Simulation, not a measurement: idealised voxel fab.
The process module that follows is named voxel gate over fins.
Square cell edge 5 nm, section width 170 nm, ID cut.
A cross-section is a grid of square cells, given in bands from the top down. A band is one or more rows of cells. Top height, bottom height, nm. Materials left to right, width each, nm. Single material + "full width" = fills band edge to edge. "empty" = empty. Ref level 0: as-received wafer is one material below here. Bottom band extends down with no lower bound ("0..down"). A width given as "30 to 40" starts at the first number in the band's top row and ends at the second number in its bottom row, shifting by an equal amount at every step from row to row. Take "all unchanged" at face value: in the step it is given for, the cross-section changed in none of its cells. "Entrapped voids": sealed empty spaces, 8 cells or more, no open way to top, listed width x height at distance, with distance from the left edge and width, height and distance in nm. Heads up: the bit after the settings on a step's line is the simulator's remark on that step. overlay nm: right-of-plan distance of the mask on a masked step; negative values mean left-of-plan.
plan
- 1: RECEIVE [material Si]
- 2: CONFORMAL_DEP [material SiN] [thk nm 5]
- 3: DIRECTIONAL_DEP [material aC] [thk nm 10]
- 4: PATTERN [tone cover] [mask id FINS] [material resist] [width nm 15] [pitch nm 60] [thk nm 25] [overlay nm 0]
- 5: DIRECTIONAL_ETCH [etch materials aC] [depth nm 10]
- 6: STRIP [etch materials resist]
- 7: DIRECTIONAL_ETCH [etch materials SiN] [depth nm 5]
- 8: DIRECTIONAL_ETCH [etch materials Si] [depth nm 30]
- 9: STRIP [etch materials aC]
- 10: OXIDIZE [depth nm 5]
- 11: FILL_DEP [material SiO2] [thk nm 5]
- 12: CMP [height nm 5]
- 13: DIRECTIONAL_DEP [material aC] [thk nm 15]
- 14: PATTERN [tone open] [mask id RAIL] [material resist] [width nm 15] [thk nm 30] [overlay nm 0]
- 15: DIRECTIONAL_ETCH [etch materials aC] [depth nm 15]
- 16: STRIP [etch materials resist]
- 17: DIRECTIONAL_ETCH [etch materials SiO2] [depth nm 30]
- 18: STRIP [etch materials aC]
- 19: CONFORMAL_DEP [material TiN] [thk nm 5]
- 20: FILL_DEP [material W] [thk nm 10]
- 21: CMP [height nm 5]
- 22: SELECTIVE_ETCH [etch materials W Ru TiN] [depth nm 25]
- 23: FILL_DEP [material SiO2] [thk nm 5]
- 24: CMP [height nm 5]
- 25: SELECTIVE_ETCH [etch materials SiO2] [depth nm 20]
- 26: STRIP [etch materials SiN]
- 27: CONFORMAL_DEP [material HfO2] [thk nm 5]
- 28: CONFORMAL_DEP [material TiN] [thk nm 5]
- 29: FILL_DEP [material W] [thk nm 10]
- 30: CMP [height nm 15]
- 31: CONFORMAL_DEP [material SiCN] [thk nm 10]
This is the cross-section of the wafer as we received it, i.e. after step 1
> 0..down = Si full width
> Entrapped voids: none
First of two wafers, end-of-module section, run followed plan
> 25..15 = SiCN full width
> 15..10 = W full width
> 10..5 = 10 nm W | 25 nm TiN | 35 nm W | 25 nm TiN | 35 nm W | 25 nm TiN | 15 nm W
> 5..0 = 10 nm W | 5 nm TiN | 15 nm HfO2 | 5 nm TiN | 35 nm W | 5 nm TiN | 15 nm HfO2 | 5 nm TiN | 35 nm W | 5 nm TiN | 15 nm HfO2 | 5 nm TiN | 15 nm W
> 0..-5 = 10 nm W | 5 nm TiN | 5 nm HfO2 | 5 nm Si | 5 nm HfO2 | 5 nm TiN | 35 nm W | 5 nm TiN | 5 nm HfO2 | 5 nm Si | 5 nm HfO2 | 5 nm TiN | 35 nm W | 5 nm TiN | 5 nm HfO2 | 5 nm Si | 5 nm HfO2 | 5 nm TiN | 15 nm W
> -5..-10 = 15 nm TiN | 5 nm HfO2 | 5 nm Si | 5 nm HfO2 | 45 nm TiN | 5 nm HfO2 | 5 nm Si | 5 nm HfO2 | 45 nm TiN | 5 nm HfO2 | 5 nm Si | 5 nm HfO2 | 20 nm TiN
> -10..-15 = 20 nm HfO2 | 5 nm Si | 55 nm HfO2 | 5 nm Si | 55 nm HfO2 | 5 nm Si | 25 nm HfO2
> -15..-20 = 20 nm SiO2 | 5 nm Si | 55 nm SiO2 | 5 nm Si | 55 nm SiO2 | 5 nm Si | 25 nm SiO2
> -20..-25 = 20 nm SiO2 | 5 nm Si | 20 nm SiO2 | 15 nm TiN | 20 nm SiO2 | 5 nm Si | 55 nm SiO2 | 5 nm Si | 25 nm SiO2
> -25..-35 = 20 nm SiO2 | 5 nm Si | 55 nm SiO2 | 5 nm Si | 55 nm SiO2 | 5 nm Si | 25 nm SiO2
> -35..down = Si full width
> Entrapped voids: none
Cross-section of the latter of the two wafers at module completion. It had an identical start and an identical plan to the former; in running it, one mistake was made
> 25..15 = SiCN full width
> 15..10 = W full width
> 10..5 = 10 nm W | 25 nm HfO2 | 35 nm W | 25 nm HfO2 | 35 nm W | 25 nm HfO2 | 15 nm W
> 5..0 = 10 nm W | 5 nm HfO2 | 15 nm TiN | 5 nm HfO2 | 35 nm W | 5 nm HfO2 | 15 nm TiN | 5 nm HfO2 | 35 nm W | 5 nm HfO2 | 15 nm TiN | 5 nm HfO2 | 15 nm W
> 0..-5 = 10 nm W | 5 nm HfO2 | 5 nm TiN | 5 nm Si | 5 nm TiN | 5 nm HfO2 | 35 nm W | 5 nm HfO2 | 5 nm TiN | 5 nm Si | 5 nm TiN | 5 nm HfO2 | 35 nm W | 5 nm HfO2 | 5 nm TiN | 5 nm Si | 5 nm TiN | 5 nm HfO2 | 15 nm W
> -5..-10 = 15 nm HfO2 | 5 nm TiN | 5 nm Si | 5 nm TiN | 45 nm HfO2 | 5 nm TiN | 5 nm Si | 5 nm TiN | 45 nm HfO2 | 5 nm TiN | 5 nm Si | 5 nm TiN | 20 nm HfO2
> -10..-15 = 20 nm TiN | 5 nm Si | 55 nm TiN | 5 nm Si | 55 nm TiN | 5 nm Si | 25 nm TiN
> -15..-20 = 20 nm SiO2 | 5 nm Si | 55 nm SiO2 | 5 nm Si | 55 nm SiO2 | 5 nm Si | 25 nm SiO2
> -20..-25 = 20 nm SiO2 | 5 nm Si | 20 nm SiO2 | 15 nm TiN | 20 nm SiO2 | 5 nm Si | 55 nm SiO2 | 5 nm Si | 25 nm SiO2
> -25..-35 = 20 nm SiO2 | 5 nm Si | 55 nm SiO2 | 5 nm Si | 55 nm SiO2 | 5 nm Si | 25 nm SiO2
> -35..down = Si full width
> Entrapped voids: none
What went wrong in running the wafer? the processing plan was not followed for steps 27 and 28, which were run with their positions exchanged
Cell counts per material: same on both final wafers. Positions: different.
